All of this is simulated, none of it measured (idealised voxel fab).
The document below concerns the process module designated voxel wiring stack.
Square cell edge 5 nm, section width 250 nm, ID cut.
If you're reading a cross-section in this doc, picture square cells in a grid; it comes to you as bands, top ones listed first down to the bottom, and a band can be one or more rows of cells. In this notation a band is specified by the heights of its top and bottom, in that order and in nm, after which its materials appear from left to right, each paired with its width in nm. The word "full width" attached to a single material means that material fills the band from edge to edge; the word "air" stands for empty space. All heights in this document are referenced to 0, defined as the level beneath which the wafer, as received, consists entirely of one material. The lowest band is not bounded below; it extends indefinitely downward and is written in the form "0..down". Top row gets the first number, bottom row gets the second, and each row in between changes by the same step: that is how a band width like "30..40" works. No cell of the cross-section changed in a step that is given as "remains unaltered". The entry titled "Unvented internal voids" provides the empty spaces that have no open way to the top, restricted to those of 8 cells or more. Each is presented as width x height at distance, the distance being measured from the left edge, with all three in nm. Note: text after step settings on the step line = simulator remark on that step. "overlay nm" on a masked step: distance the mask lay right of its planned place, negative for left.

The following list gives the planned process steps
| 1 | RECEIVE (material Si) |
| 2 | CONFORMAL_DEP (material SiO2; thk nm 10) |
| 3 | DIRECTIONAL_DEP (material TiN; thk nm 5) |
| 4 | DIRECTIONAL_DEP (material W; thk nm 15) |
| 5 | DIRECTIONAL_DEP (material aC; thk nm 10) |
| 6 | PATTERN (tone cover; mask id METAL_1; material resist; width nm 30; pitch nm 50; thk nm 25; overlay nm 0) |
| 7 | DIRECTIONAL_ETCH (etch materials aC; depth nm 10) |
| 8 | STRIP (etch materials resist) |
| 9 | DIRECTIONAL_ETCH (etch materials W; depth nm 15) |
| 10 | DIRECTIONAL_ETCH (etch materials TiN; depth nm 5) |
| 11 | STRIP (etch materials aC) |
| 12 | FILL_DEP (material lowk; thk nm 5) |
| 13 | CMP (height nm 30) |
| 14 | CONFORMAL_DEP (material SiCN; thk nm 5) |
| 15 | DIRECTIONAL_DEP (material lowk; thk nm 25) |
| 16 | DIRECTIONAL_DEP (material aC; thk nm 10) |
| 17 | PATTERN (tone open; mask id METAL_2; material resist; width nm 30; pitch nm 50; thk nm 25; overlay nm 0) |
| 18 | DIRECTIONAL_ETCH (etch materials aC; depth nm 10) |
| 19 | STRIP (etch materials resist) |
| 20 | DIRECTIONAL_ETCH (etch materials lowk; depth nm 15) |
| 21 | STRIP (etch materials aC) |
| 22 | MASKED_ETCH (tone open; mask id METAL_2_HOLES; width nm 15; pitch nm 50; etch materials lowk; depth nm 10; overlay nm 0) |
| 23 | MASKED_ETCH (tone open; mask id METAL_2_HOLES; width nm 15; pitch nm 50; etch materials SiCN; depth nm 5; overlay nm 0) |
| 24 | CONFORMAL_DEP (material TiN; thk nm 5) |
| 25 | FILL_DEP (material Cu; thk nm 10) |
| 26 | CMP (height nm 60) |
| 27 | CONFORMAL_DEP (material SiCN; thk nm 5) |
| 28 | DIRECTIONAL_DEP (material SiO2; thk nm 15) |
| 29 | PATTERN (tone open; mask id PLUG_2; material resist; width nm 15; pitch nm 50; thk nm 15; overlay nm 0) |
| 30 | DIRECTIONAL_ETCH (etch materials SiO2; depth nm 15) |
| 31 | DIRECTIONAL_ETCH (etch materials SiCN; depth nm 5) |
| 32 | STRIP (etch materials resist) |
| 33 | EPI (material Ru; thk nm 10) |
| 34 | EPI (material Ru; thk nm 10) |
| 35 | DIRECTIONAL_DEP (material TiN; thk nm 5) |
| 36 | DIRECTIONAL_DEP (material Ru; thk nm 25) |
| 37 | MASKED_ETCH (tone cover; mask id METAL_3; width nm 30; pitch nm 50; etch materials Ru; depth nm 25; overlay nm 0) |
| 38 | MASKED_ETCH (tone cover; mask id METAL_3; width nm 30; pitch nm 50; etch materials TiN; depth nm 5; overlay nm 0) |
| 39 | CONFORMAL_DEP (material SiCN; thk nm 5) |
| 40 | FILL_DEP (material lowk; thk nm 5) |
| 41 | CMP (height nm 110) |
| 42 | CONFORMAL_DEP (material SiCN; thk nm 5) |

Run as planned: first of two wafers

Cross-section: wafer on arrival = after step 1
* 0..down | Si full width
* Unvented internal voids: none

Cross-section: wafer state after step 2
* 10..0 | SiO2 full width
* For the remainder of the cross-section, below 0, there is no change.

Cross-section: wafer state after step 3
* 15..10 | TiN full width
* For the remainder of the cross-section, below 10, there is no change.

Cross-section: wafer state after step 4
* 30..15 | W full width
* For the remainder of the cross-section, below 15, there is no change.

Cross-section: wafer state after step 5
* 40..30 | aC full width
* For the remainder of the cross-section, below 30, there is no change.

Cross-section: wafer state after step 6
* 65..40 | air: 60; resist: 30; air: 20; resist: 30; air: 20; resist: 30; air: 60
* For the remainder of the cross-section, below 40, there is no change.

Cross-section: wafer state after step 7
* 55..40 | air: 60; resist: 30; air: 20; resist: 30; air: 20; resist: 30; air: 60
* 40..30 | air: 60; aC: 30; air: 20; aC: 30; air: 20; aC: 30; air: 60
* For the remainder of the cross-section, below 30, there is no change.

Cross-section: wafer state after step 8
* 40..30 | air: 60; aC: 30; air: 20; aC: 30; air: 20; aC: 30; air: 60
* For the remainder of the cross-section, below 30, there is no change.

Cross-section: wafer state after step 9
* 40..30 | air: 60; aC: 30; air: 20; aC: 30; air: 20; aC: 30; air: 60
* 30..15 | air: 60; W: 30; air: 20; W: 30; air: 20; W: 30; air: 60
* For the remainder of the cross-section, below 15, there is no change.

Cross-section: wafer state after step 10
* 40..30 | air: 60; aC: 30; air: 20; aC: 30; air: 20; aC: 30; air: 60
* 30..15 | air: 60; W: 30; air: 20; W: 30; air: 20; W: 30; air: 60
* 15..10 | air: 60; TiN: 30; air: 20; TiN: 30; air: 20; TiN: 30; air: 60
* For the remainder of the cross-section, below 10, there is no change.

Cross-section: wafer state after step 11
* 30..15 | air: 60; W: 30; air: 20; W: 30; air: 20; W: 30; air: 60
* For the remainder of the cross-section, below 15, there is no change.

Cross-section: wafer state after step 12
* 35..30 | lowk full width
* 30..15 | lowk: 60; W: 30; lowk: 20; W: 30; lowk: 20; W: 30; lowk: 60
* 15..10 | lowk: 60; TiN: 30; lowk: 20; TiN: 30; lowk: 20; TiN: 30; lowk: 60
* For the remainder of the cross-section, below 10, there is no change.

Cross-section: wafer state after step 13
* 30..15 | lowk: 60; W: 30; lowk: 20; W: 30; lowk: 20; W: 30; lowk: 60
* For the remainder of the cross-section, below 15, there is no change.

Cross-section: wafer state after step 14
* 35..30 | SiCN full width
* For the remainder of the cross-section, below 30, there is no change.

Cross-section: wafer state after step 15
* 60..35 | lowk full width
* For the remainder of the cross-section, below 35, there is no change.

Cross-section: wafer state after step 16
* 70..60 | aC full width
* For the remainder of the cross-section, below 60, there is no change.

Cross-section: wafer state after step 17
* 95..70 | resist: 60; air: 30; resist: 20; air: 30; resist: 20; air: 30; resist: 60
* For the remainder of the cross-section, below 70, there is no change.

Cross-section: wafer state after step 18
* 85..70 | resist: 60; air: 30; resist: 20; air: 30; resist: 20; air: 30; resist: 60
* 70..60 | aC: 60; air: 30; aC: 20; air: 30; aC: 20; air: 30; aC: 60
* For the remainder of the cross-section, below 60, there is no change.

Cross-section: wafer state after step 19
* 70..60 | aC: 60; air: 30; aC: 20; air: 30; aC: 20; air: 30; aC: 60
* For the remainder of the cross-section, below 60, there is no change.

Cross-section: wafer state after step 20
* 70..60 | aC: 60; air: 30; aC: 20; air: 30; aC: 20; air: 30; aC: 60
* 60..45 | lowk: 60; air: 30; lowk: 20; air: 30; lowk: 20; air: 30; lowk: 60
* For the remainder of the cross-section, below 45, there is no change.

Cross-section: wafer state after step 21
* 60..45 | lowk: 60; air: 30; lowk: 20; air: 30; lowk: 20; air: 30; lowk: 60
* For the remainder of the cross-section, below 45, there is no change.

Cross-section: wafer state after step 22
* 60..45 | lowk: 60; air: 30; lowk: 20; air: 30; lowk: 20; air: 30; lowk: 60
* 45..35 | lowk: 60; air: 15; lowk: 35; air: 15; lowk: 35; air: 15; lowk: 75
* For the remainder of the cross-section, below 35, there is no change.

Cross-section: wafer state after step 23
* 60..45 | lowk: 60; air: 30; lowk: 20; air: 30; lowk: 20; air: 30; lowk: 60
* 45..35 | lowk: 60; air: 15; lowk: 35; air: 15; lowk: 35; air: 15; lowk: 75
* 35..30 | SiCN: 60; air: 15; SiCN: 35; air: 15; SiCN: 35; air: 15; SiCN: 75
* For the remainder of the cross-section, below 30, there is no change.

Cross-section: wafer state after step 24
* 65..60 | TiN: 65; air: 20; TiN: 30; air: 20; TiN: 30; air: 20; TiN: 65
* 60..50 | lowk: 60; TiN: 5; air: 20; TiN: 5; lowk: 20; TiN: 5; air: 20; TiN: 5; lowk: 20; TiN: 5; air: 20; TiN: 5; lowk: 60
* 50..45 | lowk: 60; TiN: 5; air: 5; TiN: 20; lowk: 20; TiN: 5; air: 5; TiN: 20; lowk: 20; TiN: 5; air: 5; TiN: 20; lowk: 60
* 45..35 | lowk: 60; TiN: 5; air: 5; TiN: 5; lowk: 35; TiN: 5; air: 5; TiN: 5; lowk: 35; TiN: 5; air: 5; TiN: 5; lowk: 75
* 35..30 | SiCN: 60; TiN: 15; SiCN: 35; TiN: 15; SiCN: 35; TiN: 15; SiCN: 75
* For the remainder of the cross-section, below 30, there is no change.

Cross-section: wafer state after step 25
* 75..65 | Cu full width
* 65..60 | TiN: 65; Cu: 20; TiN: 30; Cu: 20; TiN: 30; Cu: 20; TiN: 65
* 60..50 | lowk: 60; TiN: 5; Cu: 20; TiN: 5; lowk: 20; TiN: 5; Cu: 20; TiN: 5; lowk: 20; TiN: 5; Cu: 20; TiN: 5; lowk: 60
* 50..45 | lowk: 60; TiN: 5; Cu: 5; TiN: 20; lowk: 20; TiN: 5; Cu: 5; TiN: 20; lowk: 20; TiN: 5; Cu: 5; TiN: 20; lowk: 60
* 45..35 | lowk: 60; TiN: 5; Cu: 5; TiN: 5; lowk: 35; TiN: 5; Cu: 5; TiN: 5; lowk: 35; TiN: 5; Cu: 5; TiN: 5; lowk: 75
* For the remainder of the cross-section, below 35, there is no change.

Cross-section: wafer state after step 26
* 60..50 | lowk: 60; TiN: 5; Cu: 20; TiN: 5; lowk: 20; TiN: 5; Cu: 20; TiN: 5; lowk: 20; TiN: 5; Cu: 20; TiN: 5; lowk: 60
* For the remainder of the cross-section, below 50, there is no change.

Cross-section: wafer state after step 27
* 65..60 | SiCN full width
* For the remainder of the cross-section, below 60, there is no change.

Cross-section: wafer state after step 28
* 80..65 | SiO2 full width
* For the remainder of the cross-section, below 65, there is no change.

Cross-section: wafer state after step 29
* 95..80 | resist: 60; air: 15; resist: 35; air: 15; resist: 35; air: 15; resist: 75
* For the remainder of the cross-section, below 80, there is no change.

Cross-section: wafer state after step 30
* 95..80 | resist: 60; air: 15; resist: 35; air: 15; resist: 35; air: 15; resist: 75
* 80..65 | SiO2: 60; air: 15; SiO2: 35; air: 15; SiO2: 35; air: 15; SiO2: 75
* For the remainder of the cross-section, below 65, there is no change.

Cross-section: wafer state after step 31
* 95..80 | resist: 60; air: 15; resist: 35; air: 15; resist: 35; air: 15; resist: 75
* 80..65 | SiO2: 60; air: 15; SiO2: 35; air: 15; SiO2: 35; air: 15; SiO2: 75
* 65..60 | SiCN: 60; air: 15; SiCN: 35; air: 15; SiCN: 35; air: 15; SiCN: 75
* For the remainder of the cross-section, below 60, there is no change.

Cross-section: wafer state after step 32
* 80..65 | SiO2: 60; air: 15; SiO2: 35; air: 15; SiO2: 35; air: 15; SiO2: 75
* For the remainder of the cross-section, below 65, there is no change.

Cross-section: wafer state after step 33
* 80..70 | SiO2: 60; air: 15; SiO2: 35; air: 15; SiO2: 35; air: 15; SiO2: 75
* 70..65 | SiO2: 60; Ru: 15; SiO2: 35; Ru: 15; SiO2: 35; Ru: 15; SiO2: 75
* 65..60 | SiCN: 60; Ru: 15; SiCN: 35; Ru: 15; SiCN: 35; Ru: 15; SiCN: 75
* For the remainder of the cross-section, below 60, there is no change.

Cross-section: wafer state after step 34
* 80..65 | SiO2: 60; Ru: 15; SiO2: 35; Ru: 15; SiO2: 35; Ru: 15; SiO2: 75
* For the remainder of the cross-section, below 65, there is no change.

Cross-section: wafer state after step 35
* 85..80 | TiN full width
* For the remainder of the cross-section, below 80, there is no change.

Cross-section: wafer state after step 36
* 110..85 | Ru full width
* For the remainder of the cross-section, below 85, there is no change.

Cross-section: wafer state after step 37
* 110..85 | air: 60; Ru: 30; air: 20; Ru: 30; air: 20; Ru: 30; air: 60
* For the remainder of the cross-section, below 85, there is no change.

Cross-section: wafer state after step 38
* 110..85 | air: 60; Ru: 30; air: 20; Ru: 30; air: 20; Ru: 30; air: 60
* 85..80 | air: 60; TiN: 30; air: 20; TiN: 30; air: 20; TiN: 30; air: 60
* For the remainder of the cross-section, below 80, there is no change.

Cross-section: wafer state after step 39
* 115..110 | air: 55; SiCN: 40; air: 10; SiCN: 40; air: 10; SiCN: 40; air: 55
* 110..85 | air: 55; SiCN: 5; Ru: 30; SiCN: 5; air: 10; SiCN: 5; Ru: 30; SiCN: 5; air: 10; SiCN: 5; Ru: 30; SiCN: 5; air: 55
* 85..80 | SiCN: 60; TiN: 30; SiCN: 20; TiN: 30; SiCN: 20; TiN: 30; SiCN: 60
* For the remainder of the cross-section, below 80, there is no change.

Cross-section: wafer state after step 40
* 120..115 | lowk full width
* 115..110 | lowk: 55; SiCN: 40; lowk: 10; SiCN: 40; lowk: 10; SiCN: 40; lowk: 55
* 110..85 | lowk: 55; SiCN: 5; Ru: 30; SiCN: 5; lowk: 10; SiCN: 5; Ru: 30; SiCN: 5; lowk: 10; SiCN: 5; Ru: 30; SiCN: 5; lowk: 55
* For the remainder of the cross-section, below 85, there is no change.

Cross-section: wafer state after step 41
* 110..85 | lowk: 55; SiCN: 5; Ru: 30; SiCN: 5; lowk: 10; SiCN: 5; Ru: 30; SiCN: 5; lowk: 10; SiCN: 5; Ru: 30; SiCN: 5; lowk: 55
* For the remainder of the cross-section, below 85, there is no change.

Cross-section: wafer state after step 42
* 115..110 | SiCN full width
* For the remainder of the cross-section, below 110, there is no change.

Companion wafer, the second of two: same beginning, same intended sequence, one mistake in carrying it out; through step 34 inclusive it tracks the first exactly

Cross-section, second wafer, at the end time the plan gives for step 35: remains unaltered

Cross-section, second wafer, at the end time the plan gives for step 36
* 105..80 | Ru full width
* For the remainder of the cross-section, below 80, there is no change.

Cross-section, second wafer, at the end time the plan gives for step 37
* 105..80 | air: 60; Ru: 30; air: 20; Ru: 30; air: 20; Ru: 30; air: 60
* For the remainder of the cross-section, below 80, there is no change.

Cross-section, second wafer, at the end time the plan gives for step 38: remains unaltered

Cross-section, second wafer, at the end time the plan gives for step 39
* 110..105 | air: 55; SiCN: 40; air: 10; SiCN: 40; air: 10; SiCN: 40; air: 55
* 105..85 | air: 55; SiCN: 5; Ru: 30; SiCN: 5; air: 10; SiCN: 5; Ru: 30; SiCN: 5; air: 10; SiCN: 5; Ru: 30; SiCN: 5; air: 55
* 85..80 | SiCN: 60; Ru: 30; SiCN: 20; Ru: 30; SiCN: 20; Ru: 30; SiCN: 60
* For the remainder of the cross-section, below 80, there is no change.

Cross-section, second wafer, at the end time the plan gives for step 40
* 115..110 | lowk full width
* 110..105 | lowk: 55; SiCN: 40; lowk: 10; SiCN: 40; lowk: 10; SiCN: 40; lowk: 55
* 105..85 | lowk: 55; SiCN: 5; Ru: 30; SiCN: 5; lowk: 10; SiCN: 5; Ru: 30; SiCN: 5; lowk: 10; SiCN: 5; Ru: 30; SiCN: 5; lowk: 55
* For the remainder of the cross-section, below 85, there is no change.

Cross-section, second wafer, at the end time the plan gives for step 41
* 110..105 | lowk: 55; SiCN: 40; lowk: 10; SiCN: 40; lowk: 10; SiCN: 40; lowk: 55
* For the remainder of the cross-section, below 105, there is no change.

Cross-section, second wafer, at the end time the plan gives for step 42
* 115..110 | SiCN full width
* For the remainder of the cross-section, below 110, there is no change.
What was the processing mistake? the run left out plan step 35 entirely, so it was never executed
at the end the second wafer has, in cells: SiCN: 18 more; TiN: 18 fewer
